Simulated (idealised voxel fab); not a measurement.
process module | voxel self aligned vias
cross-section cut | 245 nm wide | cells 5 nm
A cross-section is a grid of square cells, given in bands from the top down. A band is one or more rows of cells.
Each band's line starts with the height of the band's top and of its bottom, in nm. Then come its materials from left to right, each with its width in nm. One material with "throughout" fills the band from edge to edge. "air" is empty space.
Height 0 is the level under which the wafer as received is all one material. The lowest band goes on downwards, as in "0 down".
A width such as "30 to 40" changes by the same amount from each row of cells to the next, from the band's top row to its bottom row.
"no change" after a step means that no cell of the cross-section changed.
closed voids: empty space of 8 cells or more with no open way to the top, each as width x height at its distance from the left edge, in nm
after a step's settings: what the simulator itself notes on the step
overlay nm, on a step with a mask: how far to the right of its planned place the mask lay; to the left if negative
plan
1 op RECEIVE | material Si
2 op CONFORMAL_DEP | material SiO2 | thk nm 10
3 op CONFORMAL_DEP | material SiCN | thk nm 5
4 op DIRECTIONAL_DEP | material lowk | thk nm 25
5 op PATTERN | tone open | mask id LINES | material resist | width nm 30 | pitch nm 65 | thk nm 15 | overlay nm 0
6 op DIRECTIONAL_ETCH | etch materials lowk | depth nm 25
7 op STRIP | etch materials resist
8 op CONFORMAL_DEP | material TiN | thk nm 5
9 op FILL_DEP | material Ru | thk nm 10
10 op CMP | height nm 40
11 op SELECTIVE_ETCH | etch materials W Ru TiN | depth nm 10
12 op FILL_DEP | material SiN | thk nm 5
13 op CMP | height nm 40
14 op DIRECTIONAL_DEP | material lowk | thk nm 15
15 op MASKED_ETCH | tone open | mask id VIAS | width nm 40 | pitch nm 65 | etch materials lowk | depth nm 15 | overlay nm 0
16 op MASKED_ETCH | tone open | mask id VIAS | width nm 40 | pitch nm 65 | etch materials SiN | depth nm 10 | overlay nm 0
17 op CONFORMAL_DEP | material TiN | thk nm 5
18 op FILL_DEP | material Ru | thk nm 10
19 op CMP | height nm 55
20 op CONFORMAL_DEP | material SiN | thk nm 5
first wafer, as planned
as received, after step 1
  0 down: Si throughout
  closed voids: none
after step 2
  10 to 0: SiO2 throughout
  below 0: unchanged
after step 3
  15 to 10: SiCN throughout
  below 10: unchanged
after step 4
  40 to 15: lowk throughout
  below 15: unchanged
after step 5
  55 to 40: resist 40 | air 30 | resist 35 | air 30 | resist 35 | air 30 | resist 45
  below 40: unchanged
after step 6
  55 to 40: resist 40 | air 30 | resist 35 | air 30 | resist 35 | air 30 | resist 45
  40 to 15: lowk 40 | air 30 | lowk 35 | air 30 | lowk 35 | air 30 | lowk 45
  below 15: unchanged
after step 7
  40 to 15: lowk 40 | air 30 | lowk 35 | air 30 | lowk 35 | air 30 | lowk 45
  below 15: unchanged
after step 8
  45 to 40: TiN 45 | air 20 | TiN 45 | air 20 | TiN 45 | air 20 | TiN 50
  40 to 20: lowk 40 | TiN 5 | air 20 | TiN 5 | lowk 35 | TiN 5 | air 20 | TiN 5 | lowk 35 | TiN 5 | air 20 | TiN 5 | lowk 45
  20 to 15: lowk 40 | TiN 30 | lowk 35 | TiN 30 | lowk 35 | TiN 30 | lowk 45
  below 15: unchanged
after step 9
  55 to 45: Ru throughout
  45 to 40: TiN 45 | Ru 20 | TiN 45 | Ru 20 | TiN 45 | Ru 20 | TiN 50
  40 to 20: lowk 40 | TiN 5 | Ru 20 | TiN 5 | lowk 35 | TiN 5 | Ru 20 | TiN 5 | lowk 35 | TiN 5 | Ru 20 | TiN 5 | lowk 45
  below 20: unchanged
after step 10
  40 to 20: lowk 40 | TiN 5 | Ru 20 | TiN 5 | lowk 35 | TiN 5 | Ru 20 | TiN 5 | lowk 35 | TiN 5 | Ru 20 | TiN 5 | lowk 45
  below 20: unchanged
after step 11
  40 to 30: lowk 40 | air 30 | lowk 35 | air 30 | lowk 35 | air 30 | lowk 45
  below 30: unchanged
after step 12
  45 to 40: SiN throughout
  40 to 30: lowk 40 | SiN 30 | lowk 35 | SiN 30 | lowk 35 | SiN 30 | lowk 45
  below 30: unchanged
after step 13
  40 to 30: lowk 40 | SiN 30 | lowk 35 | SiN 30 | lowk 35 | SiN 30 | lowk 45
  below 30: unchanged
after step 14
  55 to 40: lowk throughout
  below 40: unchanged
after step 15
  55 to 40: lowk 35 | air 40 | lowk 25 | air 40 | lowk 25 | air 40 | lowk 40
  below 40: unchanged
after step 16
  55 to 40: lowk 35 | air 40 | lowk 25 | air 40 | lowk 25 | air 40 | lowk 40
  40 to 30: lowk 40 | air 30 | lowk 35 | air 30 | lowk 35 | air 30 | lowk 45
  below 30: unchanged
after step 17
  60 to 55: TiN 40 | air 30 | TiN 35 | air 30 | TiN 35 | air 30 | TiN 45
  55 to 45: lowk 35 | TiN 5 | air 30 | TiN 5 | lowk 25 | TiN 5 | air 30 | TiN 5 | lowk 25 | TiN 5 | air 30 | TiN 5 | lowk 40
  45 to 35: lowk 35 to 40 | TiN 10 to 5 | air 20 | TiN 10 to 5 | lowk 25 to 35 | TiN 10 to 5 | air 20 | TiN 10 to 5 | lowk 25 to 35 | TiN 10 to 5 | air 20 | TiN 10 to 5 | lowk 40 to 45
  35 to 30: lowk 40 | TiN 30 | lowk 35 | TiN 30 | lowk 35 | TiN 30 | lowk 45
  below 30: unchanged
after step 18
  70 to 60: Ru throughout
  60 to 55: TiN 40 | Ru 30 | TiN 35 | Ru 30 | TiN 35 | Ru 30 | TiN 45
  55 to 45: lowk 35 | TiN 5 | Ru 30 | TiN 5 | lowk 25 | TiN 5 | Ru 30 | TiN 5 | lowk 25 | TiN 5 | Ru 30 | TiN 5 | lowk 40
  45 to 35: lowk 35 to 40 | TiN 10 to 5 | Ru 20 | TiN 10 to 5 | lowk 25 to 35 | TiN 10 to 5 | Ru 20 | TiN 10 to 5 | lowk 25 to 35 | TiN 10 to 5 | Ru 20 | TiN 10 to 5 | lowk 40 to 45
  below 35: unchanged
after step 19
  55 to 45: lowk 35 | TiN 5 | Ru 30 | TiN 5 | lowk 25 | TiN 5 | Ru 30 | TiN 5 | lowk 25 | TiN 5 | Ru 30 | TiN 5 | lowk 40
  below 45: unchanged
after step 20
  60 to 55: SiN throughout
  below 55: unchanged
second wafer: like start, like plan, one mistake. Through step 18 it matches the first wafer
when step 19 should have ended: no change
when step 20 should have ended
  75 to 70: SiN throughout
  below 70: unchanged
what went wrong: step 19 was left out
at the end the second wafer has, in cells: 116 more of Ru | 31 more of TiN
